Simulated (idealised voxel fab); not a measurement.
Title: Process Module voxel capacitor over wiring
The width of the displayed cross-section, cut, is 160 nm; its cells are square, with a size of 5 nm.
Each cross-section below is a grid of square cells, stated as bands in top-down order, with one or more rows of cells making up each band. Top, bottom (nm), then materials left to right with widths (nm); lone material tagged "throughout" fills the whole band edge to edge; "blank" = empty space. Heights from 0 (as-received wafer is one material below). Bottom band endless downward, as "0..down". When a width is written as two numbers, as in "30 to 40", the first number is the width in the top row of cells of the band and the second is the width in its bottom row, and the width changes by the same amount from each row to the next. Take "nothing altered" at face value: in the step it is given for, the cross-section changed in none of its cells. Each empty space that has no open way to the top and spans at least 8 cells appears under "Enclosed void catalog" as width x height at distance, the distance counted from the left edge, all in nm. after a step's settings: what the simulator itself notes on the step. "overlay nm" on a masked step: distance the mask lay right of its planned place, negative for left.

Planned process steps
1. RECEIVE: material Si
2. CONFORMAL_DEP: material SiO2, thk nm 10
3. DIRECTIONAL_DEP: material TiN, thk nm 5
4. DIRECTIONAL_DEP: material Ru, thk nm 15
5. PATTERN: tone cover, mask id METAL_1, material resist, width nm 25, pitch nm 95, thk nm 20, overlay nm 0
6. DIRECTIONAL_ETCH: etch materials Ru, depth nm 15
7. DIRECTIONAL_ETCH: etch materials TiN, depth nm 5
8. STRIP: etch materials resist
9. CONFORMAL_DEP: material SiCN, thk nm 5
10. FILL_DEP: material SiO2, thk nm 5
11. CMP: height nm 30
12. CONFORMAL_DEP: material SiCN, thk nm 5
13. DIRECTIONAL_DEP: material SiO2, thk nm 15
14. DIRECTIONAL_DEP: material aC, thk nm 10
15. PATTERN: tone open, mask id PLUG_1, material resist, width nm 15, thk nm 25, overlay nm 0
16. DIRECTIONAL_ETCH: etch materials aC, depth nm 10
17. STRIP: etch materials resist
18. DIRECTIONAL_ETCH: etch materials SiO2, depth nm 15
19. DIRECTIONAL_ETCH: etch materials SiCN, depth nm 5
20. STRIP: etch materials aC
21. CONFORMAL_DEP: material TiN, thk nm 5
22. FILL_DEP: material Cu, thk nm 5
23. CMP: height nm 50
24. DIRECTIONAL_DEP: material TiN, thk nm 10
25. DIRECTIONAL_DEP: material HfO2, thk nm 5
26. DIRECTIONAL_DEP: material TiN, thk nm 10
27. DIRECTIONAL_DEP: material aC, thk nm 10
28. PATTERN: tone cover, mask id UPPER_PLATE, material resist, width nm 75, thk nm 30, overlay nm 0
29. DIRECTIONAL_ETCH: etch materials aC, depth nm 10
30. STRIP: etch materials resist
31. DIRECTIONAL_ETCH: etch materials TiN, depth nm 10
32. DIRECTIONAL_ETCH: etch materials HfO2, depth nm 5
33. STRIP: etch materials aC
34. DIRECTIONAL_DEP: material aC, thk nm 10
35. PATTERN: tone cover, mask id LOWER_PLATE, material resist, width nm 85, thk nm 25, overlay nm 0
36. DIRECTIONAL_ETCH: etch materials aC, depth nm 10
37. STRIP: etch materials resist
38. DIRECTIONAL_ETCH: etch materials TiN, depth nm 10
39. STRIP: etch materials aC
40. FILL_DEP: material SiO2, thk nm 20
41. CMP: height nm 90
42. MASKED_ETCH: tone open, mask id PLUG_2, width nm 15, etch materials SiO2, depth nm 15, overlay nm 0
43. CONFORMAL_DEP: material TiN, thk nm 5
44. FILL_DEP: material Cu, thk nm 5
45. CMP: height nm 90
46. CONFORMAL_DEP: material SiN, thk nm 5

As-received state of the wafer in cross-section, equivalent to post-step 1
0..down: Si throughout
Enclosed void catalog: none

The first of two wafers, cross-sectioned at the end of the module, with the run proceeding as planned
95..90: SiN throughout
90..80: SiO2: 40, TiN: 5, Cu: 5, TiN: 5, SiO2: 105
80..75: SiO2: 40, TiN: 15, SiO2: 105
75..65: SiO2: 30, TiN: 75, SiO2: 55
65..60: SiO2: 30, HfO2: 75, SiO2: 55
60..50: SiO2: 25, TiN: 85, SiO2: 50
50..35: SiO2: 30, TiN: 5, Cu: 5, TiN: 5, SiO2: 115
35..30: SiCN: 30, TiN: 15, SiCN: 115
30..15: SiO2: 15, SiCN: 5, Ru: 25, SiCN: 5, SiO2: 60, SiCN: 5, Ru: 25, SiCN: 5, SiO2: 15
15..10: SiCN: 20, TiN: 25, SiCN: 70, TiN: 25, SiCN: 20
10..0: SiO2 throughout
0..down: Si throughout
Enclosed void catalog: none

What the second wafer looks like in cross-section once the module is done. Its start and its plan matched the first wafer's exactly; what differed was one mistake in how it was run
95..90: SiN throughout
90..80: SiO2: 40, TiN: 5, Cu: 5, TiN: 5, SiO2: 105
80..75: SiO2: 40, TiN: 15, SiO2: 105
75..65: SiO2: 40, TiN: 70, SiO2: 50
65..60: SiO2: 40, HfO2: 75, SiO2: 45
60..50: SiO2: 25, TiN: 90, SiO2: 45
50..35: SiO2: 30, TiN: 5, Cu: 5, TiN: 5, SiO2: 115
35..30: SiCN: 30, TiN: 15, SiCN: 115
30..15: SiO2: 15, SiCN: 5, Ru: 25, SiCN: 5, SiO2: 60, SiCN: 5, Ru: 25, SiCN: 5, SiO2: 15
15..10: SiCN: 20, TiN: 25, SiCN: 70, TiN: 25, SiCN: 20
10..0: SiO2 throughout
0..down: Si throughout
Enclosed void catalog: none
Processing error: step 28 ran with different settings than intended, the actual operation and settings being PATTERN: tone cover, mask id UPPER_PLATE, material resist, width nm 75, thk nm 30, overlay nm 10
At the end, each material covers as many cells on the second wafer as it does on the first, though the cells it covers are elsewhere.
